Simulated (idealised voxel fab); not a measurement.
Proc. module: voxel spacer lines
For reference, the cross-section in this document is cut, with width 195 nm and square cells of 5 nm.
The cross-sections in this document take the form of a grid made of square cells. They are written out as bands, in order from top to bottom. Each band consists of one or more rows of cells.
Basically the band line says how high the top is and how high the bottom is, in nm, and then what's in it from left to right, every material with its width in nm. Empty space shows up as "blank", and if a single material carries "everywhere" it runs the full band edge to edge.
The reference from which all heights are counted is 0, the level beneath which the as-received wafer is entirely one material; the lowest band, having no lower bound, proceeds downward and is written after the example "top 0, no bottom".
With a width like "30 to 40", each row of cells in the band differs from the next by the same amount, the top row carrying the first number and the bottom row the second.
The designation "left unchanged", where it is given for a processing step, indicates that no cell of the cross-section was altered in the course of that step.
The label "Unvented cavities" introduces a list of the empty spaces, 8 cells or larger, that have no open way up to the top; each entry in it reads width x height at distance, where the distance is taken from the left edge and all three are stated in nm.
Past the settings on a step's line: simulator remark, on that step.
Each step line may optionally specify "overlay nm", which for a step with a mask gives the rightward distance between the mask's planned place and where it lay, a negative value indicating the leftward direction.
PLANNED PROCESS STEPS
1 RECEIVE | material Si
2 CONFORMAL_DEP | material SiO2 | thk nm 10
3 DIRECTIONAL_DEP | material TiN | thk nm 15
4 DIRECTIONAL_DEP | material aC | thk nm 30
5 PATTERN | tone cover | mask id MANDREL | material resist | width nm 20 | pitch nm 70 | thk nm 35 | overlay nm 0
6 DIRECTIONAL_ETCH | etch materials aC | depth nm 30
7 STRIP | etch materials resist
8 CONFORMAL_DEP | material SiN | thk nm 15
9 DIRECTIONAL_ETCH | etch materials SiN | depth nm 15
10 STRIP | etch materials aC
11 DIRECTIONAL_ETCH | etch materials TiN | depth nm 15
12 STRIP | etch materials SiN
FIRST WAFER, AS PLANNED
WAFER AS RECEIVED: CROSS-SECTION FOLLOWING STEP 1
top 0, no bottom | Si everywhere
Unvented cavities: none
CROSS-SECTION THROUGH THE WAFER, STEP 2 FINISHED
top 10, bottom 0 | SiO2 everywhere
Heights below 0 show no change.
CROSS-SECTION THROUGH THE WAFER, STEP 3 FINISHED
top 25, bottom 10 | TiN everywhere
Heights below 10 show no change.
CROSS-SECTION THROUGH THE WAFER, STEP 4 FINISHED
top 55, bottom 25 | aC everywhere
Heights below 25 show no change.
CROSS-SECTION THROUGH THE WAFER, STEP 5 FINISHED
top 90, bottom 55 | blank: 15, resist: 20, blank: 50, resist: 20, blank: 50, resist: 20, blank: 20
Heights below 55 show no change.
CROSS-SECTION THROUGH THE WAFER, STEP 6 FINISHED
top 60, bottom 55 | blank: 15, resist: 20, blank: 50, resist: 20, blank: 50, resist: 20, blank: 20
top 55, bottom 25 | blank: 15, aC: 20, blank: 50, aC: 20, blank: 50, aC: 20, blank: 20
Heights below 25 show no change.
CROSS-SECTION THROUGH THE WAFER, STEP 7 FINISHED
top 55, bottom 25 | blank: 15, aC: 20, blank: 50, aC: 20, blank: 50, aC: 20, blank: 20
Heights below 25 show no change.
CROSS-SECTION THROUGH THE WAFER, STEP 8 FINISHED
top 70, bottom 55 | SiN: 50, blank: 20, SiN: 50, blank: 20, SiN: 50, blank: 5
top 55, bottom 40 | SiN: 15, aC: 20, SiN: 15, blank: 20, SiN: 15, aC: 20, SiN: 15, blank: 20, SiN: 15, aC: 20, SiN: 15, blank: 5
top 40, bottom 25 | SiN: 15, aC: 20, SiN: 50, aC: 20, SiN: 50, aC: 20, SiN: 20
Heights below 25 show no change.
CROSS-SECTION THROUGH THE WAFER, STEP 9 FINISHED
top 55, bottom 25 | SiN: 15, aC: 20, SiN: 15, blank: 20, SiN: 15, aC: 20, SiN: 15, blank: 20, SiN: 15, aC: 20, SiN: 15, blank: 5
Heights below 25 show no change.
CROSS-SECTION THROUGH THE WAFER, STEP 10 FINISHED
top 55, bottom 25 | SiN: 15, blank: 20, SiN: 15, blank: 20, SiN: 15, blank: 20, SiN: 15, blank: 20, SiN: 15, blank: 20, SiN: 15, blank: 5
Heights below 25 show no change.
CROSS-SECTION THROUGH THE WAFER, STEP 11 FINISHED
top 55, bottom 25 | SiN: 15, blank: 20, SiN: 15, blank: 20, SiN: 15, blank: 20, SiN: 15, blank: 20, SiN: 15, blank: 20, SiN: 15, blank: 5
top 25, bottom 10 | TiN: 15, blank: 20, TiN: 15, blank: 20, TiN: 15, blank: 20, TiN: 15, blank: 20, TiN: 15, blank: 20, TiN: 15, blank: 5
Heights below 10 show no change.
CROSS-SECTION THROUGH THE WAFER, STEP 12 FINISHED
top 25, bottom 10 | TiN: 15, blank: 20, TiN: 15, blank: 20, TiN: 15, blank: 20, TiN: 15, blank: 20, TiN: 15, blank: 20, TiN: 15, blank: 5
Heights below 10 show no change.
SECOND WAFER. START AND PLAN AS FOR THE FIRST. ONE MISTAKE MADE IN RUNNING. AGREES WITH THE FIRST UP TO AND INCLUDING STEP 4
CROSS-SECTION OF THE SECOND WAFER AT THE TIME BY WHICH STEP 5 SHOULD HAVE BEEN COMPLETED ACCORDING TO THE PLAN
top 90, bottom 55 | blank: 20, resist: 15, blank: 55, resist: 15, blank: 55, resist: 15, blank: 20
Heights below 55 show no change.
CROSS-SECTION OF THE SECOND WAFER AT THE TIME BY WHICH STEP 6 SHOULD HAVE BEEN COMPLETED ACCORDING TO THE PLAN
top 60, bottom 55 | blank: 20, resist: 15, blank: 55, resist: 15, blank: 55, resist: 15, blank: 20
top 55, bottom 25 | blank: 20, aC: 15, blank: 55, aC: 15, blank: 55, aC: 15, blank: 20
Heights below 25 show no change.
CROSS-SECTION OF THE SECOND WAFER AT THE TIME BY WHICH STEP 7 SHOULD HAVE BEEN COMPLETED ACCORDING TO THE PLAN
top 55, bottom 25 | blank: 20, aC: 15, blank: 55, aC: 15, blank: 55, aC: 15, blank: 20
Heights below 25 show no change.
CROSS-SECTION OF THE SECOND WAFER AT THE TIME BY WHICH STEP 8 SHOULD HAVE BEEN COMPLETED ACCORDING TO THE PLAN
top 70, bottom 55 | blank: 5, SiN: 45, blank: 25, SiN: 45, blank: 25, SiN: 45, blank: 5
top 55, bottom 40 | blank: 5, SiN: 15, aC: 15, SiN: 15, blank: 25, SiN: 15, aC: 15, SiN: 15, blank: 25, SiN: 15, aC: 15, SiN: 15, blank: 5
top 40, bottom 25 | SiN: 20, aC: 15, SiN: 55, aC: 15, SiN: 55, aC: 15, SiN: 20
Heights below 25 show no change.
CROSS-SECTION OF THE SECOND WAFER AT THE TIME BY WHICH STEP 9 SHOULD HAVE BEEN COMPLETED ACCORDING TO THE PLAN
top 55, bottom 25 | blank: 5, SiN: 15, aC: 15, SiN: 15, blank: 25, SiN: 15, aC: 15, SiN: 15, blank: 25, SiN: 15, aC: 15, SiN: 15, blank: 5
Heights below 25 show no change.
CROSS-SECTION OF THE SECOND WAFER AT THE TIME BY WHICH STEP 10 SHOULD HAVE BEEN COMPLETED ACCORDING TO THE PLAN
top 55, bottom 25 | blank: 5, SiN: 15, blank: 15, SiN: 15, blank: 25, SiN: 15, blank: 15, SiN: 15, blank: 25, SiN: 15, blank: 15, SiN: 15, blank: 5
Heights below 25 show no change.
CROSS-SECTION OF THE SECOND WAFER AT THE TIME BY WHICH STEP 11 SHOULD HAVE BEEN COMPLETED ACCORDING TO THE PLAN
top 55, bottom 25 | blank: 5, SiN: 15, blank: 15, SiN: 15, blank: 25, SiN: 15, blank: 15, SiN: 15, blank: 25, SiN: 15, blank: 15, SiN: 15, blank: 5
top 25, bottom 10 | blank: 5, TiN: 15, blank: 15, TiN: 15, blank: 25, TiN: 15, blank: 15, TiN: 15, blank: 25, TiN: 15, blank: 15, TiN: 15, blank: 5
Heights below 10 show no change.
CROSS-SECTION OF THE SECOND WAFER AT THE TIME BY WHICH STEP 12 SHOULD HAVE BEEN COMPLETED ACCORDING TO THE PLAN
top 25, bottom 10 | blank: 5, TiN: 15, blank: 15, TiN: 15, blank: 25, TiN: 15, blank: 15, TiN: 15, blank: 25, TiN: 15, blank: 15, TiN: 15, blank: 5
Heights below 10 show no change.
Run error: step 5 went in with a setting other than planned; the actual run was PATTERN | tone cover | mask id MANDREL | material resist | width nm 15 | pitch nm 70 | thk nm 35 | overlay nm 0
So at the finish, the second wafer's got exactly as many cells of each material as the first, just not in the same spots.
